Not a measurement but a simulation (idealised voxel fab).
voxel self aligned contacts: a process module
The figure presents cross-section cut, which has a width of 185 nm and is divided into square cells with an edge length of 5 nm.
Think of the cross-section as a grid of square cells. We describe it in bands, top to bottom, and each band covers one or more rows of those cells. Within each band entry, the heights of the top and of the bottom of the band appear first, in that order and in nm; the materials of the band then follow from left to right, each with its corresponding width in nm. The designation "full width" on a single material indicates that it fills the band from edge to edge; the designation "air" indicates empty space. Height is counted from the level 0, under which the received wafer is composed throughout of one material. The lowest of the bands is not closed at the bottom but continues downward, in the notation "0 and below". With a width like "30->40", each row of cells in the band differs from the next by the same amount, the top row carrying the first number and the bottom row the second. When a step is marked "no modifications", none of the cells in the cross-section changed during that step. Basically, "Closed void inventory" tells you about the enclosed voids: empty spaces with no open way to the top, 8 cells or bigger, each written width x height at distance, where distance is from the left edge, all in nm. On a step's line, text after the settings is the simulator commenting on that step. overlay nm: how far to the right of its planned place the mask lay on this masked step (negative: to the left).
### Intended process steps
1. RECEIVE, material Si
2. CONFORMAL_DEP, material SiO2, thk nm 5
3. DIRECTIONAL_DEP, material polySi, thk nm 25
4. DIRECTIONAL_DEP, material SiN, thk nm 20
5. MASKED_ETCH, tone cover, mask id GATE, width nm 25, pitch nm 55, etch materials SiN, depth nm 20, overlay nm 0
6. MASKED_ETCH, tone cover, mask id GATE, width nm 25, pitch nm 55, etch materials polySi, depth nm 25, overlay nm 0
7. CONFORMAL_DEP, material SiN, thk nm 5
8. DIRECTIONAL_ETCH, etch materials SiN, depth nm 5
9. FILL_DEP, material SiO2, thk nm 15
10. CMP, height nm 60
11. DIRECTIONAL_DEP, material aC, thk nm 15
12. PATTERN, tone open, mask id CONTACT, material resist, width nm 40, thk nm 35, overlay nm 0
13. DIRECTIONAL_ETCH, etch materials aC, depth nm 15
14. STRIP, etch materials resist
15. DIRECTIONAL_ETCH, etch materials SiO2, depth nm 60
16. STRIP, etch materials aC
17. CONFORMAL_DEP, material TiN, thk nm 5
18. FILL_DEP, material Ru, thk nm 10
19. CMP, height nm 60
20. CONFORMAL_DEP, material SiCN, thk nm 5
### Wafer cross-section on receipt, i.e. after step 1
- 0 and below = Si full width
- Closed void inventory: none
### Starting wafer: above. Plan: above. Run: one mistake. Cross-section after the module: below
- 65 down to 60 = SiCN full width
- 60 down to 55 = SiO2: 70, TiN: 5, Ru: 30, TiN: 5, SiO2: 75
- 55 down to 50 = SiO2: 70, TiN: 40, SiO2: 75
- 50 down to 30 = SiN: 55, SiO2: 15, SiN: 40, SiO2: 15, SiN: 60
- 30 down to 5 = polySi full width
- 5 down to 0 = SiO2 full width
- 0 and below = Si full width
- Closed void inventory: none
Diagnosis: step 5 changed vs plan, executed as MASKED_ETCH, tone open, mask id GATE, width nm 25, pitch nm 55, etch materials SiN, depth nm 20, overlay nm 0
